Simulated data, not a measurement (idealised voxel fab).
Name of the process module below: voxel tone inversion
For reference, the cross-section in this document is cut, with width 220 nm and square cells of 5 nm.
Notation: cross-section as square-cell grid; stated in bands, top first, going down; one or more cell rows per band.
It is stipulated that each band's entry specify, in nanometres, the height of the top of the band and then that of its bottom, followed by the materials of the band in left-to-right sequence, each together with its width in nanometres. A single material marked by the word "throughout" is understood to fill the band from edge to edge; the word "air" is understood to denote empty space.
For the purposes of this specification, 0 denotes the height below which the wafer in its as-received condition is composed wholly of one material, and the lowermost band, lacking a lower limit, extends downward without end, as expressed in "0 and below".
When a width is written as two numbers, as in "30 to 40", the first number is the width in the top row of cells of the band and the second is the width in its bottom row, and the width changes by the same amount from each row to the next.
Where a step carries "no change", the cross-section came out of it unchanged, cell for cell.
Entry "Voids, sealed" = empty spaces >= 8 cells with no open way to the top; each as width x height at distance, distance from left edge, all nm.
On a step's line, text after the settings is the simulator commenting on that step.
What "overlay nm" on a step's line means: if the step has a mask, that mask lay this far to the right of its planned place, or, when the value is negative, to the left.
Note: before/after cross-section pairs follow, one process step per pair, after-side truncated at the lowest changed band, step and settings given beneath. Different runs of this module on the same starting wafer may supply the pairs; a pair continues the one above only where the "Status quo ante" entry says so.

### Status quo ante
- 0 and below  Si throughout
- Voids, sealed: none

### Sectional Result
- 5 down to 0  SiN throughout
- Heights below 0 show no change.
- Voids, sealed: none
Which step turns the before cross-section above into the after cross-section? CONFORMAL_DEP with material SiN, thk nm 5

Status quo ante: same picture as after in the pair right above, so we don't repeat it.

### Sectional Result
- 30 down to 5  polySi throughout
- Heights below 5 show no change.
- Voids, sealed: none
Which step turns the before cross-section above into the after cross-section? DIRECTIONAL_DEP with material polySi, thk nm 25

Status quo ante: same picture as after in the pair right above, so we don't repeat it.

### Sectional Result
- 60 down to 30  air: 30; resist: 25; air: 20; resist: 25; air: 20; resist: 25; air: 20; resist: 25; air: 30
- Heights below 30 show no change.
- Voids, sealed: none
Which step turns the before cross-section above into the after cross-section? PATTERN with tone cover, mask id POSTS, material resist, width nm 25, pitch nm 45, thk nm 30, overlay nm 0

Status quo ante: same picture as after in the pair right above, so we don't repeat it.

### Sectional Result
- 60 down to 30  air: 30; resist: 25; air: 20; resist: 25; air: 20; resist: 25; air: 20; resist: 25; air: 30
- 30 down to 5  air: 30; polySi: 25; air: 20; polySi: 25; air: 20; polySi: 25; air: 20; polySi: 25; air: 30
- Heights below 5 show no change.
- Voids, sealed: none
Which step turns the before cross-section above into the after cross-section? DIRECTIONAL_ETCH with etch materials polySi, depth nm 25

Status quo ante: same picture as after in the pair right above, so we don't repeat it.

### Sectional Result
- 30 down to 5  air: 30; polySi: 25; air: 20; polySi: 25; air: 20; polySi: 25; air: 20; polySi: 25; air: 30
- Heights below 5 show no change.
- Voids, sealed: none
Which step turns the before cross-section above into the after cross-section? STRIP with etch materials resist

Status quo ante: same picture as after in the pair right above, so we don't repeat it.

### Sectional Result
- 40 down to 30  SiO2 throughout
- 30 down to 5  SiO2: 30; polySi: 25; SiO2: 20; polySi: 25; SiO2: 20; polySi: 25; SiO2: 20; polySi: 25; SiO2: 30
- Heights below 5 show no change.
- Voids, sealed: none
Which step turns the before cross-section above into the after cross-section? FILL_DEP with material SiO2, thk nm 10

Status quo ante: same picture as after in the pair right above, so we don't repeat it.

### Sectional Result
- 30 down to 5  SiO2: 30; polySi: 25; SiO2: 20; polySi: 25; SiO2: 20; polySi: 25; SiO2: 20; polySi: 25; SiO2: 30
- Heights below 5 show no change.
- Voids, sealed: none
Which step turns the before cross-section above into the after cross-section? CMP with height nm 30

Status quo ante: same picture as after in the pair right above, so we don't repeat it.

### Sectional Result
- 30 down to 5  SiO2: 30; air: 25; SiO2: 20; air: 25; SiO2: 20; air: 25; SiO2: 20; air: 25; SiO2: 30
- Heights below 5 show no change.
- Voids, sealed: none
Which step turns the before cross-section above into the after cross-section? STRIP with etch materials polySi

Status quo ante: same picture as after in the pair right above, so we don't repeat it.

### Sectional Result
- 35 down to 30  TiN: 35; air: 15; TiN: 30; air: 15; TiN: 30; air: 15; TiN: 30; air: 15; TiN: 35
- 30 down to 10  SiO2: 30; TiN: 5; air: 15; TiN: 5; SiO2: 20; TiN: 5; air: 15; TiN: 5; SiO2: 20; TiN: 5; air: 15; TiN: 5; SiO2: 20; TiN: 5; air: 15; TiN: 5; SiO2: 30
- 10 down to 5  SiO2: 30; TiN: 25; SiO2: 20; TiN: 25; SiO2: 20; TiN: 25; SiO2: 20; TiN: 25; SiO2: 30
- Heights below 5 show no change.
- Voids, sealed: none
Which step turns the before cross-section above into the after cross-section? CONFORMAL_DEP with material TiN, thk nm 5

Status quo ante: same picture as after in the pair right above, so we don't repeat it.

### Sectional Result
- 40 down to 35  W throughout
- 35 down to 30  TiN: 35; W: 15; TiN: 30; W: 15; TiN: 30; W: 15; TiN: 30; W: 15; TiN: 35
- 30 down to 10  SiO2: 30; TiN: 5; W: 15; TiN: 5; SiO2: 20; TiN: 5; W: 15; TiN: 5; SiO2: 20; TiN: 5; W: 15; TiN: 5; SiO2: 20; TiN: 5; W: 15; TiN: 5; SiO2: 30
- Heights below 10 show no change.
- Voids, sealed: none
Which step turns the before cross-section above into the after cross-section? FILL_DEP with material W, thk nm 5

Status quo ante: same picture as after in the pair right above, so we don't repeat it.

### Sectional Result
- 30 down to 10  SiO2: 30; TiN: 5; W: 15; TiN: 5; SiO2: 20; TiN: 5; W: 15; TiN: 5; SiO2: 20; TiN: 5; W: 15; TiN: 5; SiO2: 20; TiN: 5; W: 15; TiN: 5; SiO2: 30
- Heights below 10 show no change.
- Voids, sealed: none
Which step turns the before cross-section above into the after cross-section? CMP with height nm 30

Status quo ante: same picture as after in the pair right above, so we don't repeat it.

### Sectional Result
- 35 down to 30  SiCN throughout
- Heights below 30 show no change.
- Voids, sealed: none
Which step turns the before cross-section above into the after cross-section? CONFORMAL_DEP with material SiCN, thk nm 5

### Status quo ante
- 0 and below  Si throughout
- Voids, sealed: none

### Sectional Result
- 25 down to 0  polySi throughout
- Heights below 0 show no change.
- Voids, sealed: none
Which step turns the before cross-section above into the after cross-section? DIRECTIONAL_DEP with material polySi, thk nm 25

Status quo ante: same picture as after in the pair right above, so we don't repeat it.

### Sectional Result
- 55 down to 25  air: 30; resist: 25; air: 20; resist: 25; air: 20; resist: 25; air: 20; resist: 25; air: 30
- Heights below 25 show no change.
- Voids, sealed: none
Which step turns the before cross-section above into the after cross-section? PATTERN with tone cover, mask id POSTS, material resist, width nm 25, pitch nm 45, thk nm 30, overlay nm 0

Status quo ante: same picture as after in the pair right above, so we don't repeat it.

### Sectional Result
- 55 down to 25  air: 30; resist: 25; air: 20; resist: 25; air: 20; resist: 25; air: 20; resist: 25; air: 30
- 25 down to 0  air: 30; polySi: 25; air: 20; polySi: 25; air: 20; polySi: 25; air: 20; polySi: 25; air: 30
- Heights below 0 show no change.
- Voids, sealed: none
Which step turns the before cross-section above into the after cross-section? DIRECTIONAL_ETCH with etch materials polySi, depth nm 25

Status quo ante: same picture as after in the pair right above, so we don't repeat it.

### Sectional Result
- 25 down to 0  air: 30; polySi: 25; air: 20; polySi: 25; air: 20; polySi: 25; air: 20; polySi: 25; air: 30
- Heights below 0 show no change.
- Voids, sealed: none
Which step turns the before cross-section above into the after cross-section? STRIP with etch materials resist

Status quo ante: same picture as after in the pair right above, so we don't repeat it.

### Sectional Result
- 35 down to 25  SiO2 throughout
- 25 down to 0  SiO2: 30; polySi: 25; SiO2: 20; polySi: 25; SiO2: 20; polySi: 25; SiO2: 20; polySi: 25; SiO2: 30
- Heights below 0 show no change.
- Voids, sealed: none
Which step turns the before cross-section above into the after cross-section? FILL_DEP with material SiO2, thk nm 10

Status quo ante: same picture as after in the pair right above, so we don't repeat it.

### Sectional Result
- 30 down to 25  SiO2 throughout
- Heights below 25 show no change.
- Voids, sealed: none
Which step turns the before cross-section above into the after cross-section? CMP with height nm 30

Status quo ante: same picture as after in the pair right above, so we don't repeat it.

### Sectional Result
- 35 down to 30  TiN throughout
- Heights below 30 show no change.
- Voids, sealed: none
Which step turns the before cross-section above into the after cross-section? CONFORMAL_DEP with material TiN, thk nm 5

Status quo ante: same picture as after in the pair right above, so we don't repeat it.

### Sectional Result
- 40 down to 35  W throughout
- Heights below 35 show no change.
- Voids, sealed: none
Which step turns the before cross-section above into the after cross-section? FILL_DEP with material W, thk nm 5

Status quo ante: same picture as after in the pair right above, so we don't repeat it.

### Sectional Result
- 30 down to 25  SiO2 throughout
- Heights below 25 show no change.
- Voids, sealed: none
Which step turns the before cross-section above into the after cross-section? CMP with height nm 30

Status quo ante: same picture as after in the pair right above, so we don't repeat it.

### Sectional Result
- 35 down to 30  SiCN throughout
- Heights below 30 show no change.
- Voids, sealed: none
Which step turns the before cross-section above into the after cross-section? CONFORMAL_DEP with material SiCN, thk nm 5

### Status quo ante
- 25 down to 0  polySi throughout
- 0 and below  Si throughout
- Voids, sealed: none

### Sectional Result
- 30 down to 25  SiN throughout
- Heights below 25 show no change.
- Voids, sealed: none
Which step turns the before cross-section above into the after cross-section? CONFORMAL_DEP with material SiN, thk nm 5

Status quo ante: same picture as after in the pair right above, so we don't repeat it.

### Sectional Result
- 60 down to 30  air: 30; resist: 25; air: 20; resist: 25; air: 20; resist: 25; air: 20; resist: 25; air: 30
- Heights below 30 show no change.
- Voids, sealed: none
Which step turns the before cross-section above into the after cross-section? PATTERN with tone cover, mask id POSTS, material resist, width nm 25, pitch nm 45, thk nm 30, overlay nm 0

Status quo ante: same picture as after in the pair right above, so we don't repeat it.

### Sectional Result
- 30 down to 25  SiN throughout
- Heights below 25 show no change.
- Voids, sealed: none
Which step turns the before cross-section above into the after cross-section? STRIP with etch materials resist

Status quo ante: same picture as after in the pair right above, so we don't repeat it.

### Sectional Result
- 40 down to 30  SiO2 throughout
- Heights below 30 show no change.
- Voids, sealed: none
Which step turns the before cross-section above into the after cross-section? FILL_DEP with material SiO2, thk nm 10

Status quo ante: same picture as after in the pair right above, so we don't repeat it.

### Sectional Result
- 30 down to 25  SiN throughout
- Heights below 25 show no change.
- Voids, sealed: none
Which step turns the before cross-section above into the after cross-section? CMP with height nm 30

Status quo ante: same picture as after in the pair right above, so we don't repeat it.

### Sectional Result
- 35 down to 30  TiN throughout
- Heights below 30 show no change.
- Voids, sealed: none
Which step turns the before cross-section above into the after cross-section? CONFORMAL_DEP with material TiN, thk nm 5

Status quo ante: same picture as after in the pair right above, so we don't repeat it.

### Sectional Result
- 40 down to 35  W throughout
- Heights below 35 show no change.
- Voids, sealed: none
Which step turns the before cross-section above into the after cross-section? FILL_DEP with material W, thk nm 5

Status quo ante: same picture as after in the pair right above, so we don't repeat it.

### Sectional Result
- 30 down to 25  SiN throughout
- Heights below 25 show no change.
- Voids, sealed: none
Which step turns the before cross-section above into the after cross-section? CMP with height nm 30

Status quo ante: same picture as after in the pair right above, so we don't repeat it.

### Sectional Result
- 35 down to 30  SiCN throughout
- Heights below 30 show no change.
- Voids, sealed: none
Which step turns the before cross-section above into the after cross-section? CONFORMAL_DEP with material SiCN, thk nm 5

### Status quo ante
- 40 down to 30  SiO2 throughout
- 30 down to 5  SiO2: 30; polySi: 25; SiO2: 20; polySi: 25; SiO2: 20; polySi: 25; SiO2: 20; polySi: 25; SiO2: 30
- 5 down to 0  SiN throughout
- 0 and below  Si throughout
- Voids, sealed: none

### Sectional Result
- 25 down to 5  SiO2: 30; polySi: 25; SiO2: 20; polySi: 25; SiO2: 20; polySi: 25; SiO2: 20; polySi: 25; SiO2: 30
- Heights below 5 show no change.
- Voids, sealed: none
Which step turns the before cross-section above into the after cross-section? CMP with height nm 25

Status quo ante: same picture as after in the pair right above, so we don't repeat it.

### Sectional Result
- 25 down to 5  SiO2: 30; air: 25; SiO2: 20; air: 25; SiO2: 20; air: 25; SiO2: 20; air: 25; SiO2: 30
- Heights below 5 show no change.
- Voids, sealed: none
Which step turns the before cross-section above into the after cross-section? STRIP with etch materials polySi

Status quo ante: same picture as after in the pair right above, so we don't repeat it.

### Sectional Result
- 30 down to 25  TiN: 35; air: 15; TiN: 30; air: 15; TiN: 30; air: 15; TiN: 30; air: 15; TiN: 35
- 25 down to 10  SiO2: 30; TiN: 5; air: 15; TiN: 5; SiO2: 20; TiN: 5; air: 15; TiN: 5; SiO2: 20; TiN: 5; air: 15; TiN: 5; SiO2: 20; TiN: 5; air: 15; TiN: 5; SiO2: 30
- 10 down to 5  SiO2: 30; TiN: 25; SiO2: 20; TiN: 25; SiO2: 20; TiN: 25; SiO2: 20; TiN: 25; SiO2: 30
- Heights below 5 show no change.
- Voids, sealed: none
Which step turns the before cross-section above into the after cross-section? CONFORMAL_DEP with material TiN, thk nm 5

Status quo ante: same picture as after in the pair right above, so we don't repeat it.

### Sectional Result
- 35 down to 30  W throughout
- 30 down to 25  TiN: 35; W: 15; TiN: 30; W: 15; TiN: 30; W: 15; TiN: 30; W: 15; TiN: 35
- 25 down to 10  SiO2: 30; TiN: 5; W: 15; TiN: 5; SiO2: 20; TiN: 5; W: 15; TiN: 5; SiO2: 20; TiN: 5; W: 15; TiN: 5; SiO2: 20; TiN: 5; W: 15; TiN: 5; SiO2: 30
- Heights below 10 show no change.
- Voids, sealed: none
Which step turns the before cross-section above into the after cross-section? FILL_DEP with material W, thk nm 5

Status quo ante: same picture as after in the pair right above, so we don't repeat it.

### Sectional Result
- 30 down to 25  TiN: 35; W: 15; TiN: 30; W: 15; TiN: 30; W: 15; TiN: 30; W: 15; TiN: 35
- Heights below 25 show no change.
- Voids, sealed: none
Which step turns the before cross-section above into the after cross-section? CMP with height nm 30

Status quo ante: same picture as after in the pair right above, so we don't repeat it.

### Sectional Result
- 35 down to 30  SiCN throughout
- Heights below 30 show no change.
- Voids, sealed: none
Which step turns the before cross-section above into the after cross-section? CONFORMAL_DEP with material SiCN, thk nm 5

### Status quo ante
- 30 down to 5  polySi throughout
- 5 down to 0  SiN throughout
- 0 and below  Si throughout
- Voids, sealed: none

### Sectional Result
- 60 down to 30  air: 35; resist: 15; air: 30; resist: 15; air: 30; resist: 15; air: 30; resist: 15; air: 35
- Heights below 30 show no change.
- Voids, sealed: none
Which step turns the before cross-section above into the after cross-section? PATTERN with tone cover, mask id POSTS, material resist, width nm 15, pitch nm 45, thk nm 30, overlay nm 0

Status quo ante: same picture as after in the pair right above, so we don't repeat it.

### Sectional Result
- 60 down to 30  air: 35; resist: 15; air: 30; resist: 15; air: 30; resist: 15; air: 30; resist: 15; air: 35
- 30 down to 5  air: 35; polySi: 15; air: 30; polySi: 15; air: 30; polySi: 15; air: 30; polySi: 15; air: 35
- Heights below 5 show no change.
- Voids, sealed: none
Which step turns the before cross-section above into the after cross-section? DIRECTIONAL_ETCH with etch materials polySi, depth nm 25

Status quo ante: same picture as after in the pair right above, so we don't repeat it.

### Sectional Result
- 30 down to 5  air: 35; polySi: 15; air: 30; polySi: 15; air: 30; polySi: 15; air: 30; polySi: 15; air: 35
- Heights below 5 show no change.
- Voids, sealed: none
Which step turns the before cross-section above into the after cross-section? STRIP with etch materials resist

Status quo ante: same picture as after in the pair right above, so we don't repeat it.

### Sectional Result
- 40 down to 30  SiO2 throughout
- 30 down to 5  SiO2: 35; polySi: 15; SiO2: 30; polySi: 15; SiO2: 30; polySi: 15; SiO2: 30; polySi: 15; SiO2: 35
- Heights below 5 show no change.
- Voids, sealed: none
Which step turns the before cross-section above into the after cross-section? FILL_DEP with material SiO2, thk nm 10

Status quo ante: same picture as after in the pair right above, so we don't repeat it.

### Sectional Result
- 30 down to 5  SiO2: 35; polySi: 15; SiO2: 30; polySi: 15; SiO2: 30; polySi: 15; SiO2: 30; polySi: 15; SiO2: 35
- Heights below 5 show no change.
- Voids, sealed: none
Which step turns the before cross-section above into the after cross-section? CMP with height nm 30

Status quo ante: same picture as after in the pair right above, so we don't repeat it.

### Sectional Result
- 30 down to 5  SiO2: 35; air: 15; SiO2: 30; air: 15; SiO2: 30; air: 15; SiO2: 30; air: 15; SiO2: 35
- Heights below 5 show no change.
- Voids, sealed: none
Which step turns the before cross-section above into the after cross-section? STRIP with etch materials polySi

Status quo ante: same picture as after in the pair right above, so we don't repeat it.

### Sectional Result
- 35 down to 30  TiN: 40; air: 5; TiN: 40; air: 5; TiN: 40; air: 5; TiN: 40; air: 5; TiN: 40
- 30 down to 10  SiO2: 35; TiN: 5; air: 5; TiN: 5; SiO2: 30; TiN: 5; air: 5; TiN: 5; SiO2: 30; TiN: 5; air: 5; TiN: 5; SiO2: 30; TiN: 5; air: 5; TiN: 5; SiO2: 35
- 10 down to 5  SiO2: 35; TiN: 15; SiO2: 30; TiN: 15; SiO2: 30; TiN: 15; SiO2: 30; TiN: 15; SiO2: 35
- Heights below 5 show no change.
- Voids, sealed: none
Which step turns the before cross-section above into the after cross-section? CONFORMAL_DEP with material TiN, thk nm 5

Status quo ante: same picture as after in the pair right above, so we don't repeat it.

### Sectional Result
- 40 down to 35  W throughout
- 35 down to 30  TiN: 40; W: 5; TiN: 40; W: 5; TiN: 40; W: 5; TiN: 40; W: 5; TiN: 40
- 30 down to 10  SiO2: 35; TiN: 5; W: 5; TiN: 5; SiO2: 30; TiN: 5; W: 5; TiN: 5; SiO2: 30; TiN: 5; W: 5; TiN: 5; SiO2: 30; TiN: 5; W: 5; TiN: 5; SiO2: 35
- Heights below 10 show no change.
- Voids, sealed: none
Which step turns the before cross-section above into the after cross-section? FILL_DEP with material W, thk nm 5

Status quo ante: same picture as after in the pair right above, so we don't repeat it.

### Sectional Result
- 30 down to 10  SiO2: 35; TiN: 5; W: 5; TiN: 5; SiO2: 30; TiN: 5; W: 5; TiN: 5; SiO2: 30; TiN: 5; W: 5; TiN: 5; SiO2: 30; TiN: 5; W: 5; TiN: 5; SiO2: 35
- Heights below 10 show no change.
- Voids, sealed: none
Which step turns the before cross-section above into the after cross-section? CMP with height nm 30

Status quo ante: same picture as after in the pair right above, so we don't repeat it.

### Sectional Result
- 35 down to 30  SiCN throughout
- Heights below 30 show no change.
- Voids, sealed: none
Which step turns the before cross-section above into the after cross-section? CONFORMAL_DEP with material SiCN, thk nm 5

### Status quo ante
- 30 down to 5  polySi throughout
- 5 down to 0  SiN throughout
- 0 and below  Si throughout
- Voids, sealed: none

### Sectional Result
- 60 down to 30  air: 40; resist: 25; air: 20; resist: 25; air: 20; resist: 25; air: 20; resist: 25; air: 20
- Heights below 30 show no change.
- Voids, sealed: none
Which step turns the before cross-section above into the after cross-section? PATTERN with tone cover, mask id POSTS, material resist, width nm 25, pitch nm 45, thk nm 30, overlay nm 10

Status quo ante: same picture as after in the pair right above, so we don't repeat it.

### Sectional Result
- 60 down to 30  air: 40; resist: 25; air: 20; resist: 25; air: 20; resist: 25; air: 20; resist: 25; air: 20
- 30 down to 5  air: 40; polySi: 25; air: 20; polySi: 25; air: 20; polySi: 25; air: 20; polySi: 25; air: 20
- Heights below 5 show no change.
- Voids, sealed: none
Which step turns the before cross-section above into the after cross-section? DIRECTIONAL_ETCH with etch materials polySi, depth nm 25

Status quo ante: same picture as after in the pair right above, so we don't repeat it.

### Sectional Result
- 30 down to 5  air: 40; polySi: 25; air: 20; polySi: 25; air: 20; polySi: 25; air: 20; polySi: 25; air: 20
- Heights below 5 show no change.
- Voids, sealed: none
Which step turns the before cross-section above into the after cross-section? STRIP with etch materials resist

Status quo ante: same picture as after in the pair right above, so we don't repeat it.

### Sectional Result
- 40 down to 30  SiO2 throughout
- 30 down to 5  SiO2: 40; polySi: 25; SiO2: 20; polySi: 25; SiO2: 20; polySi: 25; SiO2: 20; polySi: 25; SiO2: 20
- Heights below 5 show no change.
- Voids, sealed: none
Which step turns the before cross-section above into the after cross-section? FILL_DEP with material SiO2, thk nm 10

Status quo ante: same picture as after in the pair right above, so we don't repeat it.

### Sectional Result
- 30 down to 5  SiO2: 40; polySi: 25; SiO2: 20; polySi: 25; SiO2: 20; polySi: 25; SiO2: 20; polySi: 25; SiO2: 20
- Heights below 5 show no change.
- Voids, sealed: none
Which step turns the before cross-section above into the after cross-section? CMP with height nm 30

Status quo ante: same picture as after in the pair right above, so we don't repeat it.

### Sectional Result
- 30 down to 5  SiO2: 40; air: 25; SiO2: 20; air: 25; SiO2: 20; air: 25; SiO2: 20; air: 25; SiO2: 20
- Heights below 5 show no change.
- Voids, sealed: none
Which step turns the before cross-section above into the after cross-section? STRIP with etch materials polySi

Status quo ante: same picture as after in the pair right above, so we don't repeat it.

### Sectional Result
- 35 down to 30  TiN: 45; air: 15; TiN: 30; air: 15; TiN: 30; air: 15; TiN: 30; air: 15; TiN: 25
- 30 down to 10  SiO2: 40; TiN: 5; air: 15; TiN: 5; SiO2: 20; TiN: 5; air: 15; TiN: 5; SiO2: 20; TiN: 5; air: 15; TiN: 5; SiO2: 20; TiN: 5; air: 15; TiN: 5; SiO2: 20
- 10 down to 5  SiO2: 40; TiN: 25; SiO2: 20; TiN: 25; SiO2: 20; TiN: 25; SiO2: 20; TiN: 25; SiO2: 20
- Heights below 5 show no change.
- Voids, sealed: none
Which step turns the before cross-section above into the after cross-section? CONFORMAL_DEP with material TiN, thk nm 5

Status quo ante: same picture as after in the pair right above, so we don't repeat it.

### Sectional Result
- 40 down to 35  W throughout
- 35 down to 30  TiN: 45; W: 15; TiN: 30; W: 15; TiN: 30; W: 15; TiN: 30; W: 15; TiN: 25
- 30 down to 10  SiO2: 40; TiN: 5; W: 15; TiN: 5; SiO2: 20; TiN: 5; W: 15; TiN: 5; SiO2: 20; TiN: 5; W: 15; TiN: 5; SiO2: 20; TiN: 5; W: 15; TiN: 5; SiO2: 20
- Heights below 10 show no change.
- Voids, sealed: none
Which step turns the before cross-section above into the after cross-section? FILL_DEP with material W, thk nm 5

Status quo ante: same picture as after in the pair right above, so we don't repeat it.

### Sectional Result
- 30 down to 10  SiO2: 40; TiN: 5; W: 15; TiN: 5; SiO2: 20; TiN: 5; W: 15; TiN: 5; SiO2: 20; TiN: 5; W: 15; TiN: 5; SiO2: 20; TiN: 5; W: 15; TiN: 5; SiO2: 20
- Heights below 10 show no change.
- Voids, sealed: none
Which step turns the before cross-section above into the after cross-section? CMP with height nm 30

Status quo ante: same picture as after in the pair right above, so we don't repeat it.

### Sectional Result
- 35 down to 30  SiCN throughout
- Heights below 30 show no change.
- Voids, sealed: none
Which step turns the before cross-section above into the after cross-section? CONFORMAL_DEP with material SiCN, thk nm 5

### Status quo ante
- 30 down to 5  air: 30; polySi: 25; air: 20; polySi: 25; air: 20; polySi: 25; air: 20; polySi: 25; air: 30
- 5 down to 0  SiN throughout
- 0 and below  Si throughout
- Voids, sealed: none

### Sectional Result
- 40 down to 30  SiCN throughout
- 30 down to 5  SiCN: 30; polySi: 25; SiCN: 20; polySi: 25; SiCN: 20; polySi: 25; SiCN: 20; polySi: 25; SiCN: 30
- Heights below 5 show no change.
- Voids, sealed: none
Which step turns the before cross-section above into the after cross-section? FILL_DEP with material SiCN, thk nm 10

Status quo ante: same picture as after in the pair right above, so we don't repeat it.

### Sectional Result
- 30 down to 5  SiCN: 30; polySi: 25; SiCN: 20; polySi: 25; SiCN: 20; polySi: 25; SiCN: 20; polySi: 25; SiCN: 30
- Heights below 5 show no change.
- Voids, sealed: none
Which step turns the before cross-section above into the after cross-section? CMP with height nm 30

Status quo ante: same picture as after in the pair right above, so we don't repeat it.

### Sectional Result
- 30 down to 5  SiCN: 30; air: 25; SiCN: 20; air: 25; SiCN: 20; air: 25; SiCN: 20; air: 25; SiCN: 30
- Heights below 5 show no change.
- Voids, sealed: none
Which step turns the before cross-section above into the after cross-section? STRIP with etch materials polySi

Status quo ante: same picture as after in the pair right above, so we don't repeat it.

### Sectional Result
- 35 down to 30  TiN: 35; air: 15; TiN: 30; air: 15; TiN: 30; air: 15; TiN: 30; air: 15; TiN: 35
- 30 down to 10  SiCN: 30; TiN: 5; air: 15; TiN: 5; SiCN: 20; TiN: 5; air: 15; TiN: 5; SiCN: 20; TiN: 5; air: 15; TiN: 5; SiCN: 20; TiN: 5; air: 15; TiN: 5; SiCN: 30
- 10 down to 5  SiCN: 30; TiN: 25; SiCN: 20; TiN: 25; SiCN: 20; TiN: 25; SiCN: 20; TiN: 25; SiCN: 30
- Heights below 5 show no change.
- Voids, sealed: none
Which step turns the before cross-section above into the after cross-section? CONFORMAL_DEP with material TiN, thk nm 5

Status quo ante: same picture as after in the pair right above, so we don't repeat it.

### Sectional Result
- 40 down to 35  W throughout
- 35 down to 30  TiN: 35; W: 15; TiN: 30; W: 15; TiN: 30; W: 15; TiN: 30; W: 15; TiN: 35
- 30 down to 10  SiCN: 30; TiN: 5; W: 15; TiN: 5; SiCN: 20; TiN: 5; W: 15; TiN: 5; SiCN: 20; TiN: 5; W: 15; TiN: 5; SiCN: 20; TiN: 5; W: 15; TiN: 5; SiCN: 30
- Heights below 10 show no change.
- Voids, sealed: none
Which step turns the before cross-section above into the after cross-section? FILL_DEP with material W, thk nm 5

Status quo ante: same picture as after in the pair right above, so we don't repeat it.

### Sectional Result
- 30 down to 10  SiCN: 30; TiN: 5; W: 15; TiN: 5; SiCN: 20; TiN: 5; W: 15; TiN: 5; SiCN: 20; TiN: 5; W: 15; TiN: 5; SiCN: 20; TiN: 5; W: 15; TiN: 5; SiCN: 30
- Heights below 10 show no change.
- Voids, sealed: none
Which step turns the before cross-section above into the after cross-section? CMP with height nm 30

Status quo ante: same picture as after in the pair right above, so we don't repeat it.

### Sectional Result
- 35 down to 30  SiCN throughout
- Heights below 30 show no change.
- Voids, sealed: none
Which step turns the before cross-section above into the after cross-section? CONFORMAL_DEP with material SiCN, thk nm 5

### Status quo ante
- 30 down to 5  polySi throughout
- 5 down to 0  SiN throughout
- 0 and below  Si throughout
- Voids, sealed: none

### Sectional Result
- 60 down to 30  resist: 30; air: 25; resist: 20; air: 25; resist: 20; air: 25; resist: 20; air: 25; resist: 30
- Heights below 30 show no change.
- Voids, sealed: none
Which step turns the before cross-section above into the after cross-section? PATTERN with tone open, mask id POSTS, material resist, width nm 25, pitch nm 45, thk nm 30, overlay nm 0

Status quo ante: same picture as after in the pair right above, so we don't repeat it.

### Sectional Result
- 60 down to 30  resist: 30; air: 25; resist: 20; air: 25; resist: 20; air: 25; resist: 20; air: 25; resist: 30
- 30 down to 5  polySi: 30; air: 25; polySi: 20; air: 25; polySi: 20; air: 25; polySi: 20; air: 25; polySi: 30
- Heights below 5 show no change.
- Voids, sealed: none
Which step turns the before cross-section above into the after cross-section? DIRECTIONAL_ETCH with etch materials polySi, depth nm 25

Status quo ante: same picture as after in the pair right above, so we don't repeat it.

### Sectional Result
- 30 down to 5  polySi: 30; air: 25; polySi: 20; air: 25; polySi: 20; air: 25; polySi: 20; air: 25; polySi: 30
- Heights below 5 show no change.
- Voids, sealed: none
Which step turns the before cross-section above into the after cross-section? STRIP with etch materials resist

Status quo ante: same picture as after in the pair right above, so we don't repeat it.

### Sectional Result
- 40 down to 30  SiO2 throughout
- 30 down to 5  polySi: 30; SiO2: 25; polySi: 20; SiO2: 25; polySi: 20; SiO2: 25; polySi: 20; SiO2: 25; polySi: 30
- Heights below 5 show no change.
- Voids, sealed: none
Which step turns the before cross-section above into the after cross-section? FILL_DEP with material SiO2, thk nm 10

Status quo ante: same picture as after in the pair right above, so we don't repeat it.

### Sectional Result
- 30 down to 5  polySi: 30; SiO2: 25; polySi: 20; SiO2: 25; polySi: 20; SiO2: 25; polySi: 20; SiO2: 25; polySi: 30
- Heights below 5 show no change.
- Voids, sealed: none
Which step turns the before cross-section above into the after cross-section? CMP with height nm 30

Status quo ante: same picture as after in the pair right above, so we don't repeat it.

### Sectional Result
- 30 down to 5  air: 30; SiO2: 25; air: 20; SiO2: 25; air: 20; SiO2: 25; air: 20; SiO2: 25; air: 30
- Heights below 5 show no change.
- Voids, sealed: none
Which step turns the before cross-section above into the after cross-section? STRIP with etch materials polySi

Status quo ante: same picture as after in the pair right above, so we don't repeat it.

### Sectional Result
- 35 down to 30  air: 25; TiN: 35; air: 10; TiN: 35; air: 10; TiN: 35; air: 10; TiN: 35; air: 25
- 30 down to 10  air: 25; TiN: 5; SiO2: 25; TiN: 5; air: 10; TiN: 5; SiO2: 25; TiN: 5; air: 10; TiN: 5; SiO2: 25; TiN: 5; air: 10; TiN: 5; SiO2: 25; TiN: 5; air: 25
- 10 down to 5  TiN: 30; SiO2: 25; TiN: 20; SiO2: 25; TiN: 20; SiO2: 25; TiN: 20; SiO2: 25; TiN: 30
- Heights below 5 show no change.
- Voids, sealed: none
Which step turns the before cross-section above into the after cross-section? CONFORMAL_DEP with material TiN, thk nm 5

Status quo ante: same picture as after in the pair right above, so we don't repeat it.

### Sectional Result
- 40 down to 35  W throughout
- 35 down to 30  W: 25; TiN: 35; W: 10; TiN: 35; W: 10; TiN: 35; W: 10; TiN: 35; W: 25
- 30 down to 10  W: 25; TiN: 5; SiO2: 25; TiN: 5; W: 10; TiN: 5; SiO2: 25; TiN: 5; W: 10; TiN: 5; SiO2: 25; TiN: 5; W: 10; TiN: 5; SiO2: 25; TiN: 5; W: 25
- Heights below 10 show no change.
- Voids, sealed: none
Which step turns the before cross-section above into the after cross-section? FILL_DEP with material W, thk nm 5

Status quo ante: same picture as after in the pair right above, so we don't repeat it.

### Sectional Result
- 30 down to 10  W: 25; TiN: 5; SiO2: 25; TiN: 5; W: 10; TiN: 5; SiO2: 25; TiN: 5; W: 10; TiN: 5; SiO2: 25; TiN: 5; W: 10; TiN: 5; SiO2: 25; TiN: 5; W: 25
- Heights below 10 show no change.
- Voids, sealed: none
Which step turns the before cross-section above into the after cross-section? CMP with height nm 30

Status quo ante: same picture as after in the pair right above, so we don't repeat it.

### Sectional Result
- 35 down to 30  SiCN throughout
- Heights below 30 show no change.
- Voids, sealed: none
Which step turns the before cross-section above into the after cross-section? CONFORMAL_DEP with material SiCN, thk nm 5
